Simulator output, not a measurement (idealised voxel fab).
Documented hereafter: the process module known as voxel air gaps.
Shown is cross-section cut, with a width of 155 nm and square cells of size 5 nm.
If you're reading a cross-section in this doc, picture square cells in a grid; it comes to you as bands, top ones listed first down to the bottom, and a band can be one or more rows of cells.
First you get the band's top height and its bottom height, in nm, and then the materials it's made of, left to right, with each width in nm. If you see a single material with "edge to edge", that one covers the band edge to edge. "air" is empty space.
Note: height 0 marks the level under which the wafer is uniformly one material as received. Lowest band unbounded below, written "0 nm and below".
The notation "30 to 40" denotes a width that varies across the rows of cells in the band, beginning at the first number in the top row, finishing at the second number in the bottom row, and changing by an identical amount from each row to the next.
"no change occurred" -> step changed no cross-section cell.
Any empty space of 8 cells or more lacking an open way to the top shows up in "Trapped void list" as width x height at distance, distance from the left edge, in nm.
Heads up: the bit after the settings on a step's line is the simulator's remark on that step.
For masked steps, "overlay nm" on the step line gives how far right of plan the mask actually lay; a minus sign means it lay to the left.

Planned process steps
1 RECEIVE with material Si
2 CONFORMAL_DEP with material SiO2, thk nm 15
3 CONFORMAL_DEP with material SiCN, thk nm 5
4 DIRECTIONAL_DEP with material lowk, thk nm 40
5 PATTERN with tone open, mask id LINES, material resist, width nm 15, pitch nm 40, thk nm 20, overlay nm 0
6 DIRECTIONAL_ETCH with etch materials lowk, depth nm 40
7 STRIP with etch materials resist
8 CONFORMAL_DEP with material TiN, thk nm 5
9 FILL_DEP with material W, thk nm 10
10 CMP with height nm 60
11 EPI with material Ru, thk nm 10
12 SELECTIVE_ETCH with etch materials lowk, depth nm 50
13 CONFORMAL_DEP with material SiCN, thk nm 5

This is the cross-section of the wafer as we received it, i.e. after step 1
	0 nm and below  Si edge to edge
	Trapped void list: none

Cross-sectional result after module completion. Note: starting condition and plan are unchanged from above; one processing mistake was made
	65 nm to 60 nm  air 15  SiCN 125  air 15
	60 nm to 50 nm  air 15  SiCN 5  Ru 35  SiCN 5  Ru 35  SiCN 5  Ru 35  SiCN 5  air 15
	50 nm to 45 nm  air 15  SiCN 15  TiN 5  W 5  TiN 5  SiCN 25  TiN 5  W 5  TiN 5  SiCN 25  TiN 5  W 5  TiN 5  SiCN 15  air 15
	45 nm to 25 nm  air 25  SiCN 5  TiN 5  W 5  TiN 5  SiCN 5  air 15  SiCN 5  TiN 5  W 5  TiN 5  SiCN 5  air 15  SiCN 5  TiN 5  W 5  TiN 5  SiCN 5  air 25
	25 nm to 20 nm  SiCN 30  TiN 15  SiCN 25  TiN 15  SiCN 25  TiN 15  SiCN 30
	20 nm to 15 nm  SiCN edge to edge
	15 nm to 0 nm  SiO2 edge to edge
	0 nm and below  Si edge to edge
	Trapped void list: 15 x 20 at 50; 15 x 20 at 90
Want to know what went wrong? the process deviated at step 10: the operation and settings actually run there were CMP with height nm 50
